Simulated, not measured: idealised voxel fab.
voxel capacitor over wiring: a process module
230 nm wide, 5 nm square cells: that's cross-section cut.
Format of a cross-section: grid, square cells. Given as bands. Order: top down. Band: one or more rows of cells.
Each band's line starts with the height of the band's top and of its bottom, in nm. Then come its materials from left to right, each with its width in nm. One material with "full width" fills the band from edge to edge. "air" is empty space.
A quick word on heights: they are counted from 0, and under that level the wafer as it came to us is one material throughout. The lowest band is different from the rest in having no bottom; it simply continues downward, written as in "0..down".
Width: "30..40" (first number = top row, second number = bottom row, same change from row to row of cells).
"same as before" (step): cross-section cells unchanged, all of them.
"Closed void entries" - sealed voids, min. 8 cells, no opening to top; format: width x height at distance (distance from left edge; nm throughout).
Where a step's line continues beyond its settings, the continuation is a remark by the simulator itself on that step.
overlay nm, on a step with a mask: how far to the right of its planned place the mask lay; to the left if negative
### The planned process steps are enumerated hereunder
1 RECEIVE with material Si
2 CONFORMAL_DEP with material SiO2, thk nm 10
3 DIRECTIONAL_DEP with material TiN, thk nm 5
4 DIRECTIONAL_DEP with material W, thk nm 25
5 DIRECTIONAL_DEP with material aC, thk nm 10
6 PATTERN with tone cover, mask id METAL_1, material resist, width nm 30, pitch nm 85, thk nm 30, overlay nm 0
7 DIRECTIONAL_ETCH with etch materials aC, depth nm 10
8 STRIP with etch materials resist
9 DIRECTIONAL_ETCH with etch materials W, depth nm 25
10 DIRECTIONAL_ETCH with etch materials TiN, depth nm 5
11 STRIP with etch materials aC
12 FILL_DEP with material SiO2, thk nm 5
13 CMP with height nm 40
14 CONFORMAL_DEP with material SiCN, thk nm 5
15 DIRECTIONAL_DEP with material SiO2, thk nm 20
16 PATTERN with tone open, mask id PLUG_1, material resist, width nm 15, thk nm 20, overlay nm 0
17 DIRECTIONAL_ETCH with etch materials SiO2, depth nm 20
18 DIRECTIONAL_ETCH with etch materials SiCN, depth nm 5
19 STRIP with etch materials resist
20 CONFORMAL_DEP with material TiN, thk nm 5
21 FILL_DEP with material Ru, thk nm 10
22 CMP with height nm 65
23 DIRECTIONAL_DEP with material TiN, thk nm 10
24 DIRECTIONAL_DEP with material SiN, thk nm 5
25 DIRECTIONAL_DEP with material TiN, thk nm 10
26 PATTERN with tone cover, mask id UPPER_PLATE, material resist, width nm 60, thk nm 20, overlay nm 0
27 DIRECTIONAL_ETCH with etch materials TiN, depth nm 10
28 DIRECTIONAL_ETCH with etch materials SiN, depth nm 5
29 STRIP with etch materials resist
30 PATTERN with tone cover, mask id LOWER_PLATE, material resist, width nm 70, thk nm 15, overlay nm 0
31 DIRECTIONAL_ETCH with etch materials TiN, depth nm 10
32 STRIP with etch materials resist
33 FILL_DEP with material SiO2, thk nm 15
34 CMP with height nm 100
35 PATTERN with tone open, mask id PLUG_2, material resist, width nm 15, thk nm 20, overlay nm 0
36 DIRECTIONAL_ETCH with etch materials SiO2, depth nm 10
37 STRIP with etch materials resist
38 CONFORMAL_DEP with material TiN, thk nm 5
39 FILL_DEP with material W, thk nm 10
40 CMP with height nm 100
41 CONFORMAL_DEP with material SiN, thk nm 5
### Concerning the first of two wafers, which was run in accordance with the plan
### Here's what the wafer looked like in cross-section when it arrived - that's after step 1
    0..down | Si full width
    Closed void entries: none
### The following cross-section depicts the wafer upon completion of step 2
    10..0 | SiO2 full width
    Anything lower than 0 is untouched.
### The following cross-section depicts the wafer upon completion of step 3
    15..10 | TiN full width
    Anything lower than 10 is untouched.
### The following cross-section depicts the wafer upon completion of step 4
    40..15 | W full width
    Anything lower than 15 is untouched.
### The following cross-section depicts the wafer upon completion of step 5
    50..40 | aC full width
    Anything lower than 40 is untouched.
### The following cross-section depicts the wafer upon completion of step 6
    80..50 | air (55), then resist (30), then air (55), then resist (30), then air (60)
    Anything lower than 50 is untouched.
### The following cross-section depicts the wafer upon completion of step 7
    70..50 | air (55), then resist (30), then air (55), then resist (30), then air (60)
    50..40 | air (55), then aC (30), then air (55), then aC (30), then air (60)
    Anything lower than 40 is untouched.
### The following cross-section depicts the wafer upon completion of step 8
    50..40 | air (55), then aC (30), then air (55), then aC (30), then air (60)
    Anything lower than 40 is untouched.
### The following cross-section depicts the wafer upon completion of step 9
    50..40 | air (55), then aC (30), then air (55), then aC (30), then air (60)
    40..15 | air (55), then W (30), then air (55), then W (30), then air (60)
    Anything lower than 15 is untouched.
### The following cross-section depicts the wafer upon completion of step 10
    50..40 | air (55), then aC (30), then air (55), then aC (30), then air (60)
    40..15 | air (55), then W (30), then air (55), then W (30), then air (60)
    15..10 | air (55), then TiN (30), then air (55), then TiN (30), then air (60)
    Anything lower than 10 is untouched.
### The following cross-section depicts the wafer upon completion of step 11
    40..15 | air (55), then W (30), then air (55), then W (30), then air (60)
    Anything lower than 15 is untouched.
### The following cross-section depicts the wafer upon completion of step 12
    45..40 | SiO2 full width
    40..15 | SiO2 (55), then W (30), then SiO2 (55), then W (30), then SiO2 (60)
    15..10 | SiO2 (55), then TiN (30), then SiO2 (55), then TiN (30), then SiO2 (60)
    Anything lower than 10 is untouched.
### The following cross-section depicts the wafer upon completion of step 13
    40..15 | SiO2 (55), then W (30), then SiO2 (55), then W (30), then SiO2 (60)
    Anything lower than 15 is untouched.
### The following cross-section depicts the wafer upon completion of step 14
    45..40 | SiCN full width
    Anything lower than 40 is untouched.
### The following cross-section depicts the wafer upon completion of step 15
    65..45 | SiO2 full width
    Anything lower than 45 is untouched.
### The following cross-section depicts the wafer upon completion of step 16
    85..65 | resist (70), then air (15), then resist (145)
    Anything lower than 65 is untouched.
### The following cross-section depicts the wafer upon completion of step 17
    85..65 | resist (70), then air (15), then resist (145)
    65..45 | SiO2 (70), then air (15), then SiO2 (145)
    Anything lower than 45 is untouched.
### The following cross-section depicts the wafer upon completion of step 18
    85..65 | resist (70), then air (15), then resist (145)
    65..45 | SiO2 (70), then air (15), then SiO2 (145)
    45..40 | SiCN (70), then air (15), then SiCN (145)
    Anything lower than 40 is untouched.
### The following cross-section depicts the wafer upon completion of step 19
    65..45 | SiO2 (70), then air (15), then SiO2 (145)
    Anything lower than 45 is untouched.
### The following cross-section depicts the wafer upon completion of step 20
    70..65 | TiN (75), then air (5), then TiN (150)
    65..45 | SiO2 (70), then TiN (5), then air (5), then TiN (5), then SiO2 (145)
    45..40 | SiCN (70), then TiN (15), then SiCN (145)
    Anything lower than 40 is untouched.
### The following cross-section depicts the wafer upon completion of step 21
    80..70 | Ru full width
    70..65 | TiN (75), then Ru (5), then TiN (150)
    65..45 | SiO2 (70), then TiN (5), then Ru (5), then TiN (5), then SiO2 (145)
    Anything lower than 45 is untouched.
### The following cross-section depicts the wafer upon completion of step 22
    65..45 | SiO2 (70), then TiN (5), then Ru (5), then TiN (5), then SiO2 (145)
    Anything lower than 45 is untouched.
### The following cross-section depicts the wafer upon completion of step 23
    75..65 | TiN full width
    Anything lower than 65 is untouched.
### The following cross-section depicts the wafer upon completion of step 24
    80..75 | SiN full width
    Anything lower than 75 is untouched.
### The following cross-section depicts the wafer upon completion of step 25
    90..80 | TiN full width
    Anything lower than 80 is untouched.
### The following cross-section depicts the wafer upon completion of step 26
    110..90 | air (70), then resist (60), then air (100)
    Anything lower than 90 is untouched.
### The following cross-section depicts the wafer upon completion of step 27
    110..90 | air (70), then resist (60), then air (100)
    90..80 | air (70), then TiN (60), then air (100)
    Anything lower than 80 is untouched.
### The following cross-section depicts the wafer upon completion of step 28
    110..90 | air (70), then resist (60), then air (100)
    90..80 | air (70), then TiN (60), then air (100)
    80..75 | air (70), then SiN (60), then air (100)
    Anything lower than 75 is untouched.
### The following cross-section depicts the wafer upon completion of step 29
    90..80 | air (70), then TiN (60), then air (100)
    Anything lower than 80 is untouched.
### The following cross-section depicts the wafer upon completion of step 30
    105..90 | air (65), then resist (70), then air (95)
    90..80 | air (65), then resist (5), then TiN (60), then resist (5), then air (95)
    80..75 | air (65), then resist (5), then SiN (60), then resist (5), then air (95)
    Anything lower than 75 is untouched.
### The following cross-section depicts the wafer upon completion of step 31
    105..90 | air (65), then resist (70), then air (95)
    90..80 | air (65), then resist (5), then TiN (60), then resist (5), then air (95)
    80..75 | air (65), then resist (5), then SiN (60), then resist (5), then air (95)
    75..65 | air (65), then TiN (70), then air (95)
    Anything lower than 65 is untouched.
### The following cross-section depicts the wafer upon completion of step 32
    90..80 | air (70), then TiN (60), then air (100)
    80..75 | air (70), then SiN (60), then air (100)
    Anything lower than 75 is untouched.
### The following cross-section depicts the wafer upon completion of step 33
    105..90 | SiO2 full width
    90..80 | SiO2 (70), then TiN (60), then SiO2 (100)
    80..75 | SiO2 (70), then SiN (60), then SiO2 (100)
    75..65 | SiO2 (65), then TiN (70), then SiO2 (95)
    Anything lower than 65 is untouched.
### The following cross-section depicts the wafer upon completion of step 34
    100..90 | SiO2 full width
    Anything lower than 90 is untouched.
### The following cross-section depicts the wafer upon completion of step 35
    120..100 | resist (80), then air (15), then resist (135)
    Anything lower than 100 is untouched.
### The following cross-section depicts the wafer upon completion of step 36
    120..100 | resist (80), then air (15), then resist (135)
    100..90 | SiO2 (80), then air (15), then SiO2 (135)
    Anything lower than 90 is untouched.
### The following cross-section depicts the wafer upon completion of step 37
    100..90 | SiO2 (80), then air (15), then SiO2 (135)
    Anything lower than 90 is untouched.
### The following cross-section depicts the wafer upon completion of step 38
    105..100 | TiN (85), then air (5), then TiN (140)
    100..95 | SiO2 (80), then TiN (5), then air (5), then TiN (5), then SiO2 (135)
    95..90 | SiO2 (80), then TiN (15), then SiO2 (135)
    Anything lower than 90 is untouched.
### The following cross-section depicts the wafer upon completion of step 39
    115..105 | W full width
    105..100 | TiN (85), then W (5), then TiN (140)
    100..95 | SiO2 (80), then TiN (5), then W (5), then TiN (5), then SiO2 (135)
    Anything lower than 95 is untouched.
### The following cross-section depicts the wafer upon completion of step 40
    100..95 | SiO2 (80), then TiN (5), then W (5), then TiN (5), then SiO2 (135)
    Anything lower than 95 is untouched.
### The following cross-section depicts the wafer upon completion of step 41
    105..100 | SiN full width
    Anything lower than 100 is untouched.
### Notes, second wafer: start = first wafer's, plan = first wafer's, execution had one mistake; history identical to first through step 34
### What the second wafer looks like in cross-section when step 35 should have wrapped up
    120..100 | resist (75), then air (15), then resist (140)
    Anything lower than 100 is untouched.
### What the second wafer looks like in cross-section when step 36 should have wrapped up
    120..100 | resist (75), then air (15), then resist (140)
    100..90 | SiO2 (75), then air (15), then SiO2 (140)
    Anything lower than 90 is untouched.
### What the second wafer looks like in cross-section when step 37 should have wrapped up
    100..90 | SiO2 (75), then air (15), then SiO2 (140)
    Anything lower than 90 is untouched.
### What the second wafer looks like in cross-section when step 38 should have wrapped up
    105..100 | TiN (80), then air (5), then TiN (145)
    100..95 | SiO2 (75), then TiN (5), then air (5), then TiN (5), then SiO2 (140)
    95..90 | SiO2 (75), then TiN (15), then SiO2 (140)
    Anything lower than 90 is untouched.
### What the second wafer looks like in cross-section when step 39 should have wrapped up
    115..105 | W full width
    105..100 | TiN (80), then W (5), then TiN (145)
    100..95 | SiO2 (75), then TiN (5), then W (5), then TiN (5), then SiO2 (140)
    Anything lower than 95 is untouched.
### What the second wafer looks like in cross-section when step 40 should have wrapped up
    100..95 | SiO2 (75), then TiN (5), then W (5), then TiN (5), then SiO2 (140)
    Anything lower than 95 is untouched.
### What the second wafer looks like in cross-section when step 41 should have wrapped up
    105..100 | SiN full width
    Anything lower than 100 is untouched.
Error vs. plan: step 35, actual vs plan mismatch, actual run PATTERN with tone open, mask id PLUG_2, material resist, width nm 15, thk nm 20, overlay nm -5
Final wafers compared: equal cell tally per material, rearranged layout.
